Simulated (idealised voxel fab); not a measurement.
Process module under the name voxel air gaps
Section shown: cut. Width: 215 nm. Cell size: 5 nm, square.
Format of a cross-section: grid, square cells. Given as bands. Order: top down. Band: one or more rows of cells. Per band: top height and bottom height in nm, followed by the left-to-right materials and their widths in nm; "full width" marks a single material spanning edge to edge, "air" marks empty space. We count height from 0. Below that, the starting wafer is all one material. The lowest band never ends at the bottom but goes on down; see "top 0, no bottom" for how that is written. A width such as "30->40" changes by the same amount from each row of cells to the next, from the band's top row to its bottom row. For the purposes of this document, the phrase "nothing different" attached to a step denotes that no cell within the cross-section was modified by that step. "Enclosed internal cavities" lists enclosed empty spaces (at least 8 cells, no open path upward to the top), each as width x height at distance from the left edge, in nm. On each step's line, the part that comes after the settings is the simulator's own comment on the step. "overlay nm" denotes, for a step that has a mask, the displacement of the mask to the right of its planned place, with negative values corresponding to the left.
### So here's the lineup of process steps we planned
1) RECEIVE | material Si
2) CONFORMAL_DEP | material SiO2 | thk nm 15
3) CONFORMAL_DEP | material SiCN | thk nm 5
4) DIRECTIONAL_DEP | material SiO2 | thk nm 30
5) PATTERN | tone open | mask id LINES | material resist | width nm 15 | pitch nm 45 | thk nm 20 | overlay nm 0
6) DIRECTIONAL_ETCH | etch materials SiO2 | depth nm 30
7) STRIP | etch materials resist
8) CONFORMAL_DEP | material TiN | thk nm 5
9) FILL_DEP | material W | thk nm 5
10) CMP | height nm 50
11) EPI | material Ru | thk nm 10
12) SELECTIVE_ETCH | etch materials SiO2 | depth nm 40
13) CONFORMAL_DEP | material SiCN | thk nm 5
### as received, after step 1
* top 0, no bottom  Si full width
* Enclosed internal cavities: none
### The cross-section shown corresponds to the wafer at the conclusion of the module. The initial structure and the process plan are those presented above; however, one mistake occurred in executing the plan
* top 65, bottom 60  15 nm air, then 180 nm SiCN, then 20 nm air
* top 60, bottom 50  15 nm air, then 5 nm SiCN, then 35 nm Ru, then 10 nm SiCN, then 35 nm Ru, then 10 nm SiCN, then 35 nm Ru, then 10 nm SiCN, then 35 nm Ru, then 5 nm SiCN, then 20 nm air
* top 50, bottom 45  15 nm air, then 15 nm SiCN, then 5 nm TiN, then 5 nm W, then 5 nm TiN, then 30 nm SiCN, then 5 nm TiN, then 5 nm W, then 5 nm TiN, then 30 nm SiCN, then 5 nm TiN, then 5 nm W, then 5 nm TiN, then 30 nm SiCN, then 5 nm TiN, then 5 nm W, then 5 nm TiN, then 15 nm SiCN, then 20 nm air
* top 45, bottom 40  25 nm air, then 5 nm SiCN, then 5 nm TiN, then 5 nm W, then 5 nm TiN, then 5 nm SiCN, then 20 nm air, then 5 nm SiCN, then 5 nm TiN, then 5 nm W, then 5 nm TiN, then 5 nm SiCN, then 20 nm air, then 5 nm SiCN, then 5 nm TiN, then 5 nm W, then 5 nm TiN, then 5 nm SiCN, then 20 nm air, then 5 nm SiCN, then 5 nm TiN, then 5 nm W, then 5 nm TiN, then 5 nm SiCN, then 30 nm air
* top 40, bottom 35  30 nm SiCN, then 15 nm TiN, then 30 nm SiCN, then 15 nm TiN, then 30 nm SiCN, then 15 nm TiN, then 30 nm SiCN, then 15 nm TiN, then 35 nm SiCN
* top 35, bottom 30  SiCN full width
* top 30, bottom 0  SiO2 full width
* top 0, no bottom  Si full width
* Enclosed internal cavities: none
Which mistake was made when the wafer was run? twice over, step 2 of the plan was run
